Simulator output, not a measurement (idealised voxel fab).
process module | voxel transistor to metal
cross-section cut | 265 nm wide | cells 5 nm
A cross-section is a grid of square cells, given in bands from the top down. A band is one or more rows of cells.
Each band's line starts with the height of the band's top and of its bottom, in nm. Then come its materials from left to right, each with its width in nm. One material with "throughout" fills the band from edge to edge. "air" is empty space.
Height 0 is the level under which the wafer as received is all one material. The lowest band goes on downwards, as in "0 down".
A width such as "30 to 40" changes by the same amount from each row of cells to the next, from the band's top row to its bottom row.
"no change" after a step means that no cell of the cross-section changed.
closed voids: empty space of 8 cells or more with no open way to the top, each as width x height at its distance from the left edge, in nm
after a step's settings: what the simulator itself notes on the step
overlay nm, on a step with a mask: how far to the right of its planned place the mask lay; to the left if negative
plan
1 op RECEIVE | material Si
2 op OXIDIZE | depth nm 5
3 op CONFORMAL_DEP | material SiN | thk nm 15
4 op PATTERN | tone cover | mask id ACTIVE | material resist | width nm 105 | pitch nm 130 | thk nm 20 | overlay nm 0
5 op DIRECTIONAL_ETCH | etch materials SiN | depth nm 15
6 op DIRECTIONAL_ETCH | etch materials SiO2 | depth nm 5
7 op DIRECTIONAL_ETCH | etch materials Si | depth nm 25
8 op STRIP | etch materials resist
9 op OXIDIZE | depth nm 5
10 op FILL_DEP | material SiO2 | thk nm 15
11 op CMP | height nm 15
12 op SELECTIVE_ETCH | etch materials SiO2 | depth nm 10
13 op STRIP | etch materials SiN
14 op SELECTIVE_ETCH | etch materials SiO2 | depth nm 5
15 op OXIDIZE | depth nm 5
16 op DIRECTIONAL_DEP | material polySi | thk nm 25
17 op DIRECTIONAL_DEP | material SiCN | thk nm 10
18 op MASKED_ETCH | tone cover | mask id GATE | width nm 25 | pitch nm 130 | etch materials SiCN | depth nm 20 | overlay nm 0
19 op MASKED_ETCH | tone cover | mask id GATE | width nm 25 | pitch nm 130 | etch materials polySi | depth nm 35 | overlay nm 0
20 op CONFORMAL_DEP | material SiN | thk nm 5
21 op DIRECTIONAL_ETCH | etch materials SiN | depth nm 5
22 op DIRECTIONAL_ETCH | etch materials SiO2 | depth nm 5
23 op EPI | material nSi | thk nm 5
24 op FILL_DEP | material SiO2 | thk nm 5
25 op CMP | height nm 30
26 op DIRECTIONAL_DEP | material SiO2 | thk nm 10
27 op MASKED_ETCH | tone open | mask id CONTACT | width nm 15 | etch materials SiO2 | depth nm 45 | overlay nm -10
28 op CONFORMAL_DEP | material TiN | thk nm 5
29 op FILL_DEP | material Ru | thk nm 10
30 op CMP | height nm 40
31 op CONFORMAL_DEP | material SiN | thk nm 5
32 op DIRECTIONAL_DEP | material SiO2 | thk nm 25
33 op MASKED_ETCH | tone open | mask id METAL_1 | width nm 15 | etch materials SiO2 | depth nm 25 | overlay nm 0
34 op MASKED_ETCH | tone open | mask id METAL_1 | width nm 15 | etch materials SiN | depth nm 5 | overlay nm 0
35 op CONFORMAL_DEP | material TiN | thk nm 5
36 op FILL_DEP | material Ru | thk nm 10
37 op CMP | height nm 70
38 op EPI | material Ru | thk nm 5
39 op FILL_DEP | material SiCN | thk nm 5
varied across the wafers: overlay nm of step 27. The plan shows the first wafer's value. All wafers start alike
first wafer as received, after step 1
  0 down: Si throughout
  closed voids: none
first wafer at the end, after step 39
  80 to 75: SiCN throughout
  75 to 70: SiCN 20 | Ru 25 | SiCN 45 | Ru 25 | SiCN 35 | Ru 25 | SiCN 45 | Ru 25 | SiCN 20
  70 to 45: SiO2 25 | TiN 5 | Ru 5 | TiN 5 | SiO2 55 | TiN 5 | Ru 5 | TiN 5 | SiO2 45 | TiN 5 | Ru 5 | TiN 5 | SiO2 55 | TiN 5 | Ru 5 | TiN 5 | SiO2 25
  45 to 40: SiN 25 | TiN 15 | SiN 55 | TiN 15 | SiN 45 | TiN 15 | SiN 55 | TiN 15 | SiN 25
  40 to 30: SiO2 15 | TiN 5 | Ru 5 | TiN 5 | SiO2 55 | TiN 5 | Ru 5 | TiN 5 | SiO2 45 | TiN 5 | Ru 5 | TiN 5 | SiO2 55 | TiN 5 | Ru 5 | TiN 5 | SiO2 35
  30 to 20: SiO2 15 | TiN 5 | Ru 5 | TiN 5 | SiO2 20 | SiN 5 | SiCN 25 | SiN 5 | TiN 5 | Ru 5 | TiN 5 | SiO2 45 | TiN 5 | Ru 5 | TiN 5 | SiO2 20 | SiN 5 | SiCN 25 | SiN 5 | TiN 5 | Ru 5 | TiN 5 | SiO2 35
  20 to 0: SiO2 15 | TiN 5 | Ru 5 | TiN 5 | SiO2 20 | SiN 5 | polySi 25 | SiN 5 | TiN 5 | Ru 5 | TiN 5 | SiO2 45 | TiN 5 | Ru 5 | TiN 5 | SiO2 20 | SiN 5 | polySi 25 | SiN 5 | TiN 5 | Ru 5 | TiN 5 | SiO2 35
  0 to -5: SiO2 10 | SiN 5 | TiN 15 | SiO2 20 | SiN 5 | polySi 25 | SiN 5 | TiN 15 | SiO2 20 | SiN 5 | SiO2 15 | SiN 5 | TiN 15 | SiO2 20 | SiN 5 | polySi 25 | SiN 5 | TiN 15 | SiO2 20 | SiN 5 | SiO2 10
  -5 to -10: SiO2 15 | nSi 35 | SiO2 35 | nSi 35 | SiO2 25 | nSi 35 | SiO2 35 | nSi 35 | SiO2 15
  -10 to -35: SiO2 20 | Si 95 | SiO2 35 | Si 95 | SiO2 20
  -35 down: Si throughout
  closed voids: none
last wafer at the end
  80 to 75: SiCN throughout
  75 to 70: SiCN 20 | Ru 25 | SiCN 45 | Ru 25 | SiCN 35 | Ru 25 | SiCN 45 | Ru 25 | SiCN 20
  70 to 45: SiO2 25 | TiN 5 | Ru 5 | TiN 5 | SiO2 55 | TiN 5 | Ru 5 | TiN 5 | SiO2 45 | TiN 5 | Ru 5 | TiN 5 | SiO2 55 | TiN 5 | Ru 5 | TiN 5 | SiO2 25
  45 to 40: SiN 25 | TiN 15 | SiN 55 | TiN 15 | SiN 45 | TiN 15 | SiN 55 | TiN 15 | SiN 25
  40 to 30: SiO2 35 | TiN 5 | Ru 5 | TiN 5 | SiO2 55 | TiN 5 | Ru 5 | TiN 5 | SiO2 45 | TiN 5 | Ru 5 | TiN 5 | SiO2 55 | TiN 5 | Ru 5 | TiN 5 | SiO2 15
  30 to 20: SiO2 35 | TiN 5 | Ru 5 | TiN 5 | SiN 5 | SiCN 25 | SiN 5 | SiO2 20 | TiN 5 | Ru 5 | TiN 5 | SiO2 45 | TiN 5 | Ru 5 | TiN 5 | SiN 5 | SiCN 25 | SiN 5 | SiO2 20 | TiN 5 | Ru 5 | TiN 5 | SiO2 15
  20 to 0: SiO2 35 | TiN 5 | Ru 5 | TiN 5 | SiN 5 | polySi 25 | SiN 5 | SiO2 20 | TiN 5 | Ru 5 | TiN 5 | SiO2 45 | TiN 5 | Ru 5 | TiN 5 | SiN 5 | polySi 25 | SiN 5 | SiO2 20 | TiN 5 | Ru 5 | TiN 5 | SiO2 15
  0 to -5: SiO2 10 | SiN 5 | SiO2 20 | TiN 15 | SiN 5 | polySi 25 | SiN 5 | SiO2 20 | TiN 15 | SiN 5 | SiO2 15 | SiN 5 | SiO2 20 | TiN 15 | SiN 5 | polySi 25 | SiN 5 | SiO2 20 | TiN 15 | SiN 5 | SiO2 10
  -5 to -10: SiO2 15 | nSi 35 | SiO2 35 | nSi 35 | SiO2 25 | nSi 35 | SiO2 35 | nSi 35 | SiO2 15
  -10 to -35: SiO2 20 | Si 95 | SiO2 35 | Si 95 | SiO2 20
  -35 down: Si throughout
  closed voids: none
each wafer at the end: cells of each material gained (+) or lost (-) since it was received, then its closed voids
overlay nm -10 | +72 Ru | -181 Si | +106 SiCN | +73 SiN | +572 SiO2 | +128 TiN | +28 nSi | +50 polySi | closed voids: none
overlay nm -5 | +72 Ru | -181 Si | +106 SiCN | +73 SiN | +572 SiO2 | +128 TiN | +28 nSi | +50 polySi | closed voids: none
overlay nm 0 | +72 Ru | -181 Si | +106 SiCN | +73 SiN | +572 SiO2 | +128 TiN | +28 nSi | +50 polySi | closed voids: none
overlay nm 5 | +72 Ru | -181 Si | +106 SiCN | +73 SiN | +572 SiO2 | +128 TiN | +28 nSi | +50 polySi | closed voids: none
overlay nm 10 | +72 Ru | -181 Si | +106 SiCN | +73 SiN | +572 SiO2 | +128 TiN | +28 nSi | +50 polySi | closed voids: none
